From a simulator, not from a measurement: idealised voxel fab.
The name of this process module is voxel transistor to metal.
Xsec cut, 255 nm wide, square cell size 5 nm.
If you're reading a cross-section in this doc, picture square cells in a grid; it comes to you as bands, top ones listed first down to the bottom, and a band can be one or more rows of cells. Band: top and bottom heights (nm) first, top before bottom; then materials from left to right, widths in nm. "edge to edge" marks a sole material filling the band edge to edge. "empty" denotes empty space. It should be noted that heights are counted from 0, beneath which the wafer as supplied is of one material throughout, and that the lowest band possesses no lower boundary but continues downward, as written in "from 0 down". With a width like "30..40", each row of cells in the band differs from the next by the same amount, the top row carrying the first number and the bottom row the second. Step marked "no modification"? Then no cell in the cross-section changed in it. Closed empty spaces (no open way to the top) of 8 cells or more are what "Unvented internal voids" lists, each as width x height at distance from the left edge, nm for all three. On a step's line, text after the settings is the simulator commenting on that step. overlay nm: step with mask; distance mask lay right of planned place; negative value = left of planned place.

Listed below are the process steps as planned
| 1 | RECEIVE with material Si |
| 2 | CONFORMAL_DEP with material SiO2, thk nm 5 |
| 3 | CONFORMAL_DEP with material SiN, thk nm 15 |
| 4 | MASKED_ETCH with tone cover, mask id ACTIVE, width nm 90, pitch nm 110, etch materials SiN, depth nm 15, overlay nm -10 |
| 5 | MASKED_ETCH with tone cover, mask id ACTIVE, width nm 90, pitch nm 110, etch materials SiO2, depth nm 5, overlay nm 0 |
| 6 | MASKED_ETCH with tone cover, mask id ACTIVE, width nm 90, pitch nm 110, etch materials Si, depth nm 25, overlay nm 0 |
| 7 | OXIDIZE with depth nm 5 |
| 8 | FILL_DEP with material SiO2, thk nm 10 |
| 9 | CMP with height nm 20 |
| 10 | SELECTIVE_ETCH with etch materials SiO2, depth nm 10 |
| 11 | STRIP with etch materials SiN |
| 12 | SELECTIVE_ETCH with etch materials SiO2, depth nm 5 |
| 13 | OXIDIZE with depth nm 5 |
| 14 | DIRECTIONAL_DEP with material polySi, thk nm 25 |
| 15 | DIRECTIONAL_DEP with material SiCN, thk nm 15 |
| 16 | PATTERN with tone cover, mask id GATE, material resist, width nm 20, pitch nm 110, thk nm 20, overlay nm 0 |
| 17 | DIRECTIONAL_ETCH with etch materials SiCN, depth nm 25 |
| 18 | DIRECTIONAL_ETCH with etch materials polySi, depth nm 35 |
| 19 | STRIP with etch materials resist |
| 20 | CONFORMAL_DEP with material SiN, thk nm 10 |
| 21 | DIRECTIONAL_ETCH with etch materials SiN, depth nm 10 |
| 22 | DIRECTIONAL_ETCH with etch materials SiO2, depth nm 5 |
| 23 | DIRECTIONAL_ETCH with etch materials Si, depth nm 10 |
| 24 | EPI with material nSi, thk nm 15 |
| 25 | FILL_DEP with material SiO2, thk nm 5 |
| 26 | CMP with height nm 40 |
| 27 | DIRECTIONAL_DEP with material SiO2, thk nm 10 |
| 28 | PATTERN with tone open, mask id CONTACT, material resist, width nm 25, pitch nm 55, thk nm 15, overlay nm 0 |
| 29 | DIRECTIONAL_ETCH with etch materials SiO2, depth nm 50 |
| 30 | STRIP with etch materials resist |
| 31 | CONFORMAL_DEP with material TiN, thk nm 5 |
| 32 | FILL_DEP with material Ru, thk nm 5 |
| 33 | CMP with height nm 50 |
| 34 | DIRECTIONAL_DEP with material TiN, thk nm 5 |
| 35 | DIRECTIONAL_DEP with material Ru, thk nm 15 |
| 36 | MASKED_ETCH with tone cover, mask id METAL_1, width nm 15, etch materials Ru, depth nm 15, overlay nm 0 |
| 37 | MASKED_ETCH with tone cover, mask id METAL_1, width nm 15, etch materials TiN, depth nm 5, overlay nm 0 |
| 38 | CONFORMAL_DEP with material SiN, thk nm 5 |
| 39 | FILL_DEP with material SiO2, thk nm 10 |
| 40 | CMP with height nm 70 |
| 41 | CONFORMAL_DEP with material SiCN, thk nm 5 |
| 42 | DIRECTIONAL_DEP with material SiO2, thk nm 30 |
| 43 | MASKED_ETCH with tone open, mask id METAL_2, width nm 15, pitch nm 110, etch materials SiO2, depth nm 15, overlay nm 0 |
| 44 | DIRECTIONAL_DEP with material aC, thk nm 10 |
| 45 | PATTERN with tone open, mask id METAL_2_HOLES, material resist, width nm 15, pitch nm 110, thk nm 30, overlay nm 0 |
| 46 | DIRECTIONAL_ETCH with etch materials aC, depth nm 10 |
| 47 | STRIP with etch materials resist |
| 48 | DIRECTIONAL_ETCH with etch materials SiO2, depth nm 15 |
| 49 | DIRECTIONAL_ETCH with etch materials SiCN, depth nm 5 |
| 50 | STRIP with etch materials aC |
| 51 | CONFORMAL_DEP with material TiN, thk nm 5 |
| 52 | FILL_DEP with material Ru, thk nm 5 |
| 53 | CMP with height nm 105 |
| 54 | CONFORMAL_DEP with material SiN, thk nm 5 |
Keep in mind the plan's value for the overlay nm of step 4 comes from the first wafer; the wafers don't share that setting, but they do share the same starting point.

Incoming state of the first of several wafers in cross-section: after step 1
> from 0 down = Si edge to edge
> Unvented internal voids: none

Here is how to read the rows: every wafer has a row, and it shows the wafer at the end of the module, giving for each material how many cells were gained (+) or lost (-) since the wafer was received, then listing its closed voids
overlay nm -10; +108 Ru; -158 Si; +69 SiCN; +186 SiN; +683 SiO2; +124 TiN; +70 nSi; +40 polySi; Unvented internal voids: none
overlay nm -5; +108 Ru; -168 Si; +69 SiCN; +186 SiN; +691 SiO2; +122 TiN; +74 nSi; +40 polySi; Unvented internal voids: none
overlay nm 0; +108 Ru; -178 Si; +69 SiCN; +186 SiN; +699 SiO2; +126 TiN; +72 nSi; +40 polySi; Unvented internal voids: none
overlay nm 5; +108 Ru; -168 Si; +69 SiCN; +186 SiN; +691 SiO2; +122 TiN; +74 nSi; +40 polySi; Unvented internal voids: none
overlay nm 10; +108 Ru; -158 Si; +69 SiCN; +186 SiN; +683 SiO2; +124 TiN; +70 nSi; +40 polySi; Unvented internal voids: none
overlay nm 15; +108 Ru; -148 Si; +69 SiCN; +186 SiN; +673 SiO2; +128 TiN; +66 nSi; +40 polySi; Unvented internal voids: none
